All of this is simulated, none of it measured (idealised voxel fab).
process module | voxel trench capacitor
cross-section cut | 165 nm wide | cells 5 nm
A cross-section is a grid of square cells, given in bands from the top down. A band is one or more rows of cells.
Each band's line starts with the height of the band's top and of its bottom, in nm. Then come its materials from left to right, each with its width in nm. One material with "throughout" fills the band from edge to edge. "air" is empty space.
Height 0 is the level under which the wafer as received is all one material. The lowest band goes on downwards, as in "0 down".
A width such as "30 to 40" changes by the same amount from each row of cells to the next, from the band's top row to its bottom row.
"no change" after a step means that no cell of the cross-section changed.
closed voids: empty space of 8 cells or more with no open way to the top, each as width x height at its distance from the left edge, in nm
after a step's settings: what the simulator itself notes on the step
overlay nm, on a step with a mask: how far to the right of its planned place the mask lay; to the left if negative
plan
1 op RECEIVE | material Si
2 op CONFORMAL_DEP | material SiN | thk nm 5
3 op PATTERN | tone open | mask id TRENCH | material resist | width nm 20 | pitch nm 45 | thk nm 15 | overlay nm 0
4 op DIRECTIONAL_ETCH | etch materials SiN | depth nm 5
5 op DIRECTIONAL_ETCH | etch materials Si | depth nm 25
6 op STRIP | etch materials resist
7 op CONFORMAL_DEP | material SiO2 | thk nm 5
8 op FILL_DEP | material polySi | thk nm 10
9 op CMP | height nm 5
varied across the wafers: thk nm of step 7. The plan shows the first wafer's value. All wafers start alike
first wafer as received, after step 1
  0 down: Si throughout
  closed voids: none
each wafer at the end: cells of each material gained (+) or lost (-) since it was received, then its closed voids
thk nm 5 | -40 Si | +25 SiN | +28 SiO2 | +20 polySi | closed voids: none
thk nm 10 | -40 Si | +25 SiN | +48 SiO2 | closed voids: none
thk nm 15 | -40 Si | +25 SiN | +48 SiO2 | closed voids: none
thk nm 20 | -40 Si | +25 SiN | +48 SiO2 | closed voids: none
